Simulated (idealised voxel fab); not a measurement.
process module | voxel wiring stack
For reference, the cross-section in this document is cut, with width 260 nm and square cells of 5 nm.
Reading order for cross-sections: top band down to bottom band. Underlying form: a grid of square cells. Band size: one or more rows of cells.
Look at the band entry: it leads with the top's height and the bottom's height in nm. Then it lists the materials left to right, with a width in nm for each. The word "full width" on a single material says that material fills the band edge to edge. The word "air" is empty space.
Height is counted from the level 0, under which the received wafer is composed throughout of one material. The lowest of the bands is not closed at the bottom but continues downward, in the notation "0 and below".
Graded width ("30 to 40"): value in top row of band = first number; value in bottom row = second number; row-to-row change constant.
Where the words "stayed the same" appear for a step, the cross-section shows no cell changed by that step; every cell remained as before.
Basically, "Completely sealed voids" tells you about the enclosed voids: empty spaces with no open way to the top, 8 cells or bigger, each written width x height at distance, where distance is from the left edge, all in nm.
Where a step's line continues beyond its settings, the continuation is a remark by the simulator itself on that step.
Among the settings permitted on a step's line is "overlay nm"; applied to a step with a mask, it specifies the extent to which the mask lay to the right of its planned position, whereas a negative figure signifies a position to the left.
The following list gives the planned process steps:
1: RECEIVE: material Si
2: CONFORMAL_DEP: material SiO2, thk nm 10
3: CONFORMAL_DEP: material SiCN, thk nm 5
4: DIRECTIONAL_DEP: material SiO2, thk nm 15
5: PATTERN: tone open, mask id METAL_1, material resist, width nm 30, pitch nm 55, thk nm 20, overlay nm 0
6: DIRECTIONAL_ETCH: etch materials SiO2, depth nm 15
7: DIRECTIONAL_ETCH: etch materials SiCN, depth nm 5
8: STRIP: etch materials resist
9: CONFORMAL_DEP: material TiN, thk nm 5
10: FILL_DEP: material Cu, thk nm 5
11: CMP: height nm 30
12: CONFORMAL_DEP: material SiCN, thk nm 5
13: DIRECTIONAL_DEP: material SiO2, thk nm 20
14: MASKED_ETCH: tone open, mask id PLUG_1, width nm 15, pitch nm 55, etch materials SiO2, depth nm 20, overlay nm 0
15: MASKED_ETCH: tone open, mask id PLUG_1, width nm 15, pitch nm 55, etch materials SiCN, depth nm 5, overlay nm 0
16: EPI: material Ru, thk nm 10
17: EPI: material Ru, thk nm 10
18: EPI: material Ru, thk nm 5
19: CONFORMAL_DEP: material SiCN, thk nm 5
20: DIRECTIONAL_DEP: material lowk, thk nm 20
21: PATTERN: tone open, mask id METAL_2, material resist, width nm 30, pitch nm 55, thk nm 20, overlay nm 0
22: DIRECTIONAL_ETCH: etch materials lowk, depth nm 20
23: DIRECTIONAL_ETCH: etch materials SiCN, depth nm 5
24: STRIP: etch materials resist
25: CONFORMAL_DEP: material TiN, thk nm 5
26: FILL_DEP: material Cu, thk nm 10
27: CMP: height nm 80
28: CONFORMAL_DEP: material SiCN, thk nm 5
29: DIRECTIONAL_DEP: material lowk, thk nm 30
30: MASKED_ETCH: tone open, mask id METAL_3_HOLES, width nm 15, pitch nm 55, etch materials lowk, depth nm 30, overlay nm 0
31: MASKED_ETCH: tone open, mask id METAL_3, width nm 30, pitch nm 55, etch materials lowk, depth nm 20, overlay nm 0
32: MASKED_ETCH: tone open, mask id METAL_3, width nm 30, pitch nm 55, etch materials SiCN, depth nm 5, overlay nm 0
33: CONFORMAL_DEP: material TiN, thk nm 5
34: FILL_DEP: material Cu, thk nm 5
35: CMP: height nm 115
36: CONFORMAL_DEP: material SiCN, thk nm 5
37: DIRECTIONAL_DEP: material lowk, thk nm 10
38: DIRECTIONAL_DEP: material aC, thk nm 10
39: PATTERN: tone open, mask id PLUG_3, material resist, width nm 15, thk nm 25, overlay nm 0
40: DIRECTIONAL_ETCH: etch materials aC, depth nm 10
41: STRIP: etch materials resist
42: DIRECTIONAL_ETCH: etch materials lowk, depth nm 10
43: DIRECTIONAL_ETCH: etch materials SiCN, depth nm 5
44: STRIP: etch materials aC
45: CONFORMAL_DEP: material TiN, thk nm 5
46: FILL_DEP: material W, thk nm 10
47: CMP: height nm 130
48: CONFORMAL_DEP: material SiN, thk nm 5
49: DIRECTIONAL_DEP: material lowk, thk nm 25
50: MASKED_ETCH: tone open, mask id METAL_4, width nm 30, pitch nm 55, etch materials lowk, depth nm 25, overlay nm 0
51: MASKED_ETCH: tone open, mask id METAL_4, width nm 30, pitch nm 55, etch materials SiN, depth nm 5, overlay nm 0
52: CONFORMAL_DEP: material TiN, thk nm 5
53: FILL_DEP: material Cu, thk nm 5
54: CMP: height nm 160
55: EPI: material Ru, thk nm 5
56: FILL_DEP: material SiCN, thk nm 5
Incoming wafer in cross-section (state: after step 1):
	0 and below  Si full width
	Completely sealed voids: none
Starting wafer: above. Plan: above. Run: one mistake. Cross-section after the module: below:
	170 down to 165  SiCN full width
	165 down to 160  80 SiCN, 40 Ru, 15 SiCN, 40 Ru, 85 SiCN
	160 down to 155  85 SiN, 30 TiN, 25 SiN, 30 TiN, 90 SiN
	155 down to 130  lowk full width
	130 down to 120  85 lowk, 5 TiN, 5 W, 5 TiN, 160 lowk
	120 down to 115  85 SiCN, 15 TiN, 160 SiCN
	115 down to 100  85 lowk, 5 TiN, 20 Cu, 5 TiN, 25 lowk, 5 TiN, 20 Cu, 5 TiN, 90 lowk
	100 down to 95  85 lowk, 5 TiN, 5 Cu, 20 TiN, 25 lowk, 5 TiN, 5 Cu, 20 TiN, 90 lowk
	95 down to 85  85 lowk, 5 TiN, 5 Cu, 5 TiN, 40 lowk, 5 TiN, 5 Cu, 5 TiN, 105 lowk
	85 down to 80  85 SiCN, 15 TiN, 40 SiCN, 15 TiN, 105 SiCN
	80 down to 60  85 lowk, 5 TiN, 20 Cu, 5 TiN, 25 lowk, 5 TiN, 20 Cu, 5 TiN, 90 lowk
	60 down to 55  85 SiCN, 30 TiN, 25 SiCN, 30 TiN, 90 SiCN
	55 down to 35  85 SiO2, 15 Ru, 40 SiO2, 15 Ru, 105 SiO2
	35 down to 30  85 SiCN, 15 Ru, 40 SiCN, 15 Ru, 105 SiCN
	30 down to 15  85 SiO2, 5 TiN, 20 Cu, 5 TiN, 25 SiO2, 5 TiN, 20 Cu, 5 TiN, 90 SiO2
	15 down to 10  85 SiCN, 30 TiN, 25 SiCN, 30 TiN, 90 SiCN
	10 down to 0  SiO2 full width
	0 and below  Si full width
	Completely sealed voids: none
Processing error: order of steps 48 and 49 inverted relative to the plan
